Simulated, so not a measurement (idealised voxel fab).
process module | voxel wiring stack
cross-section cut | 255 nm wide | cells 5 nm
A cross-section is a grid of square cells, given in bands from the top down. A band is one or more rows of cells.
Each band's line starts with the height of the band's top and of its bottom, in nm. Then come its materials from left to right, each with its width in nm. One material with "throughout" fills the band from edge to edge. "air" is empty space.
Height 0 is the level under which the wafer as received is all one material. The lowest band goes on downwards, as in "0 down".
A width such as "30 to 40" changes by the same amount from each row of cells to the next, from the band's top row to its bottom row.
"no change" after a step means that no cell of the cross-section changed.
closed voids: empty space of 8 cells or more with no open way to the top, each as width x height at its distance from the left edge, in nm
after a step's settings: what the simulator itself notes on the step
overlay nm, on a step with a mask: how far to the right of its planned place the mask lay; to the left if negative
plan
1 op RECEIVE | material Si
2 op CONFORMAL_DEP | material SiO2 | thk nm 15
3 op CONFORMAL_DEP | material SiN | thk nm 5
4 op DIRECTIONAL_DEP | material SiO2 | thk nm 15
5 op DIRECTIONAL_DEP | material aC | thk nm 15
6 op PATTERN | tone open | mask id METAL_1 | material resist | width nm 20 | pitch nm 35 | thk nm 35 | overlay nm 0
7 op DIRECTIONAL_ETCH | etch materials aC | depth nm 15
8 op STRIP | etch materials resist
9 op DIRECTIONAL_ETCH | etch materials SiO2 | depth nm 15
10 op DIRECTIONAL_ETCH | etch materials SiN | depth nm 5
11 op STRIP | etch materials aC
12 op CONFORMAL_DEP | material TiN | thk nm 5
13 op FILL_DEP | material W | thk nm 10
14 op CMP | height nm 35
15 op CONFORMAL_DEP | material SiCN | thk nm 5
16 op DIRECTIONAL_DEP | material SiO2 | thk nm 15
17 op PATTERN | tone open | mask id PLUG_1 | material resist | width nm 15 | pitch nm 70 | thk nm 20 | overlay nm 0
18 op DIRECTIONAL_ETCH | etch materials SiO2 | depth nm 15
19 op DIRECTIONAL_ETCH | etch materials SiCN | depth nm 5
20 op STRIP | etch materials resist
21 op CONFORMAL_DEP | material TiN | thk nm 5
22 op FILL_DEP | material Ru | thk nm 10
23 op CMP | height nm 55
24 op DIRECTIONAL_DEP | material TiN | thk nm 5
25 op DIRECTIONAL_DEP | material Ru | thk nm 15
26 op MASKED_ETCH | tone cover | mask id METAL_2 | width nm 20 | pitch nm 35 | etch materials Ru | depth nm 15 | overlay nm 0
27 op MASKED_ETCH | tone cover | mask id METAL_2 | width nm 20 | pitch nm 35 | etch materials TiN | depth nm 5 | overlay nm 0
28 op FILL_DEP | material SiO2 | thk nm 5
29 op CMP | height nm 75
30 op CONFORMAL_DEP | material SiCN | thk nm 5
31 op DIRECTIONAL_DEP | material SiO2 | thk nm 30
32 op DIRECTIONAL_DEP | material aC | thk nm 10
33 op PATTERN | tone open | mask id METAL_3 | material resist | width nm 20 | pitch nm 35 | thk nm 30 | overlay nm 0
34 op DIRECTIONAL_ETCH | etch materials aC | depth nm 10
35 op STRIP | etch materials resist
36 op DIRECTIONAL_ETCH | etch materials SiO2 | depth nm 20
37 op STRIP | etch materials aC
38 op PATTERN | tone open | mask id METAL_3_HOLES | material resist | width nm 15 | pitch nm 70 | thk nm 20 | overlay nm 0
39 op DIRECTIONAL_ETCH | etch materials SiO2 | depth nm 10
40 op DIRECTIONAL_ETCH | etch materials SiCN | depth nm 5
41 op STRIP | etch materials resist
42 op CONFORMAL_DEP | material TiN | thk nm 5
43 op FILL_DEP | material Cu | thk nm 5
44 op CMP | height nm 110
45 op CONFORMAL_DEP | material SiN | thk nm 5
as received, after step 1
  0 down: Si throughout
  closed voids: none
a wafer at the end: this start, this plan, one mistake
  115 to 110: SiN throughout
  110 to 95: SiO2 65 | TiN 5 | Cu 10 | TiN 5 | SiO2 15 | TiN 5 | Cu 10 | TiN 5 | SiO2 15 | TiN 5 | Cu 10 | TiN 5 | SiO2 15 | TiN 5 | Cu 10 | TiN 5 | SiO2 65
  95 to 90: SiO2 65 | TiN 5 | Cu 5 | TiN 10 | SiO2 15 | TiN 20 | SiO2 15 | TiN 5 | Cu 5 | TiN 10 | SiO2 15 | TiN 20 | SiO2 65
  90 to 80: SiO2 65 | TiN 5 | Cu 5 | TiN 5 | SiO2 55 | TiN 5 | Cu 5 | TiN 5 | SiO2 105
  80 to 75: SiCN 65 | TiN 15 | SiCN 55 | TiN 15 | SiCN 105
  75 to 60: SiO2 75 | Ru 20 | SiO2 15 | Ru 20 | SiO2 15 | Ru 20 | SiO2 15 | Ru 20 | SiO2 55
  60 to 55: SiO2 65 | TiN 30 | SiO2 5 | TiN 30 | SiO2 5 | TiN 30 | SiO2 5 | TiN 30 | SiO2 55
  55 to 40: SiO2 65 | TiN 5 | Ru 5 | TiN 5 | SiO2 55 | TiN 5 | Ru 5 | TiN 5 | SiO2 105
  40 to 35: SiCN 65 | TiN 15 | SiCN 55 | TiN 15 | SiCN 105
  35 to 20: SiO2 65 | TiN 5 | W 10 | TiN 5 | SiO2 15 | TiN 5 | W 10 | TiN 5 | SiO2 15 | TiN 5 | W 10 | TiN 5 | SiO2 15 | TiN 5 | W 10 | TiN 5 | SiO2 65
  20 to 15: SiN 65 | TiN 20 | SiN 15 | TiN 20 | SiN 15 | TiN 20 | SiN 15 | TiN 20 | SiN 65
  15 to 0: SiO2 throughout
  0 down: Si throughout
  closed voids: none
what went wrong: step 26 ran as: op MASKED_ETCH | tone cover | mask id METAL_2 | width nm 20 | pitch nm 35 | etch materials Ru | depth nm 15 | overlay nm 10
